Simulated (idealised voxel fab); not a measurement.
A process module follows: voxel ribs on slabs.
The figure presents cross-section cut, which has a width of 145 nm and is divided into square cells with an edge length of 5 nm.
For the purposes of this document, a cross-section shall be understood as a grid of square cells, specified as bands listed in top-to-bottom order, each band consisting of one or more rows of cells. Top height, bottom height, nm. Materials left to right, width each, nm. Single material + "everywhere" = fills band edge to edge. "empty" = empty. Heads up on the height convention: 0 is the point under which the incoming wafer is all one material, and the lowest band has no bottom, it just keeps going down, like "0 nm and below". Width spec "30 to 40" -> top row of cells at first value, bottom row at second value, equal per-row change in between. What does "remained the same" mean for a step? It means no cell of the cross-section changed in that step. Under "Voids, fully enclosed" you'll find the enclosed gaps, the ones with no way out to the top, that are 8 cells or bigger; each reads width x height at distance, with distance counted from the left edge, everything in nm. On each step's line, the part that comes after the settings is the simulator's own comment on the step. The optional step-line setting "overlay nm" applies to steps with a mask and quantifies how far to the right of its planned location the mask lay, a negative value indicating leftward placement.
**Process steps (planned)**
1,RECEIVE,material Si
2,DIRECTIONAL_DEP,material SiO2,thk nm 25
3,DIRECTIONAL_DEP,material polySi,thk nm 15
4,DIRECTIONAL_DEP,material aC,thk nm 15
5,PATTERN,tone cover,mask id RIB,material resist,width nm 25,thk nm 35,overlay nm 0
6,DIRECTIONAL_ETCH,etch materials aC,depth nm 15
7,STRIP,etch materials resist
8,DIRECTIONAL_ETCH,etch materials polySi,depth nm 10
9,STRIP,etch materials aC
10,PATTERN,tone cover,mask id SLAB,material resist,width nm 55,thk nm 15,overlay nm 0
11,DIRECTIONAL_ETCH,etch materials polySi,depth nm 5
12,STRIP,etch materials resist
13,FILL_DEP,material SiO2,thk nm 25
14,CMP,height nm 55
15,DIRECTIONAL_DEP,material TiN,thk nm 5
16,DIRECTIONAL_DEP,material aC,thk nm 10
17,PATTERN,tone cover,mask id HEATER,material resist,width nm 35,thk nm 25,overlay nm -15
18,DIRECTIONAL_ETCH,etch materials aC,depth nm 10
19,STRIP,etch materials resist
20,DIRECTIONAL_ETCH,etch materials TiN,depth nm 5
21,STRIP,etch materials aC
22,CONFORMAL_DEP,material SiN,thk nm 10
Split variable: overlay nm, step 17. Plan value = first wafer. Wafers start alike.
**As-received cross-section, first of several wafers, post step 1**
  0 nm and below: Si everywhere
  Voids, fully enclosed: none
**At the end of the module, after its last step, step 22, the first of several wafers appears in cross-section as follows**
  70 nm to 65 nm: 30 empty  55 SiN  60 empty
  65 nm to 60 nm: SiN everywhere
  60 nm to 55 nm: 40 SiN  35 TiN  70 SiN
  55 nm to 40 nm: SiO2 everywhere
  40 nm to 30 nm: 60 SiO2  25 polySi  60 SiO2
  30 nm to 25 nm: 45 SiO2  55 polySi  45 SiO2
  25 nm to 0 nm: SiO2 everywhere
  0 nm and below: Si everywhere
  Voids, fully enclosed: none
**last wafer at the end**
  70 nm to 65 nm: 60 empty  55 SiN  30 empty
  65 nm to 60 nm: SiN everywhere
  60 nm to 55 nm: 70 SiN  35 TiN  40 SiN
  55 nm to 40 nm: SiO2 everywhere
  40 nm to 30 nm: 60 SiO2  25 polySi  60 SiO2
  30 nm to 25 nm: 45 SiO2  55 polySi  45 SiO2
  25 nm to 0 nm: SiO2 everywhere
  0 nm and below: Si everywhere
  Voids, fully enclosed: none
**The rows of the table below are wafers. Looking at the end of the module, a row counts, for every material, the cells the wafer has gained, shown as (+), or lost, shown as (-), since it was received; its closed voids come next**
overlay nm -15; +62 SiN; +298 SiO2; +7 TiN; +21 polySi; Voids, fully enclosed: none
overlay nm -10; +62 SiN; +298 SiO2; +7 TiN; +21 polySi; Voids, fully enclosed: none
overlay nm -5; +62 SiN; +298 SiO2; +7 TiN; +21 polySi; Voids, fully enclosed: none
overlay nm 0; +62 SiN; +298 SiO2; +7 TiN; +21 polySi; Voids, fully enclosed: none
overlay nm 5; +62 SiN; +298 SiO2; +7 TiN; +21 polySi; Voids, fully enclosed: none
overlay nm 10; +62 SiN; +298 SiO2; +7 TiN; +21 polySi; Voids, fully enclosed: none
overlay nm 15; +62 SiN; +298 SiO2; +7 TiN; +21 polySi; Voids, fully enclosed: none
